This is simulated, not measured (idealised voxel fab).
Process module under the name voxel tone inversion
Section shown: cut. Width: 255 nm. Cell size: 5 nm, square.
This document writes a cross-section as a grid whose cells are square, and gives it as bands, listed from the top down; one or more rows of cells form a band.
Band entry format. Leading values: height of top, height of bottom, nm. Remainder: materials in left-to-right order, each with its width in nm. Special words: "throughout" on a single material, which then fills the band edge to edge; "blank", empty space.
A quick word on heights: they are counted from 0, and under that level the wafer as it came to us is one material throughout. The lowest band is different from the rest in having no bottom; it simply continues downward, written as in "0 down".
The expression "30..40" gives the width at the extremes of the band, the first number at its top row of cells and the second at its bottom row, with the width changing by equal amounts from each row to the next in between.
Step note "all unchanged" = no cross-section cell changed.
The list in "Sealed-off cavities" covers empty spaces of 8 cells or more that cannot reach the top through any open way, and it gives each as width x height at distance; the distance is from the left edge, and width, height and distance are in nm.
On each step's line, the part that comes after the settings is the simulator's own comment on the step.
"overlay nm" denotes, for a step that has a mask, the displacement of the mask to the right of its planned place, with negative values corresponding to the left.

Listed below are the process steps as planned:
1) RECEIVE | material Si
2) CONFORMAL_DEP | material SiCN | thk nm 5
3) DIRECTIONAL_DEP | material polySi | thk nm 15
4) PATTERN | tone cover | mask id POSTS | material resist | width nm 25 | pitch nm 45 | thk nm 20 | overlay nm 0
5) DIRECTIONAL_ETCH | etch materials polySi | depth nm 15
6) STRIP | etch materials resist
7) FILL_DEP | material lowk | thk nm 5
8) CMP | height nm 20
9) STRIP | etch materials polySi
10) CONFORMAL_DEP | material TiN | thk nm 5
11) FILL_DEP | material Ru | thk nm 10
12) CMP | height nm 20
13) CONFORMAL_DEP | material SiCN | thk nm 5

Delivered wafer in cross-section: state after step 1:
* 0 down  Si throughout
* Sealed-off cavities: none

The plan above was carried out on the starting structure above with one mistake, and this cross-section shows the wafer at the end of the module:
* 25 to 20  Ru throughout
* 20 to 10  90 nm lowk / 5 nm TiN / 15 nm Ru / 5 nm TiN / 20 nm lowk / 5 nm TiN / 15 nm Ru / 5 nm TiN / 95 nm lowk
* 10 to 5  90 nm lowk / 25 nm TiN / 20 nm lowk / 25 nm TiN / 95 nm lowk
* 5 to 0  SiCN throughout
* 0 down  Si throughout
* Sealed-off cavities: none
The mistake made against the process plan was this: rather than as planned, step 13 actually ran as CONFORMAL_DEP | material Ru | thk nm 5
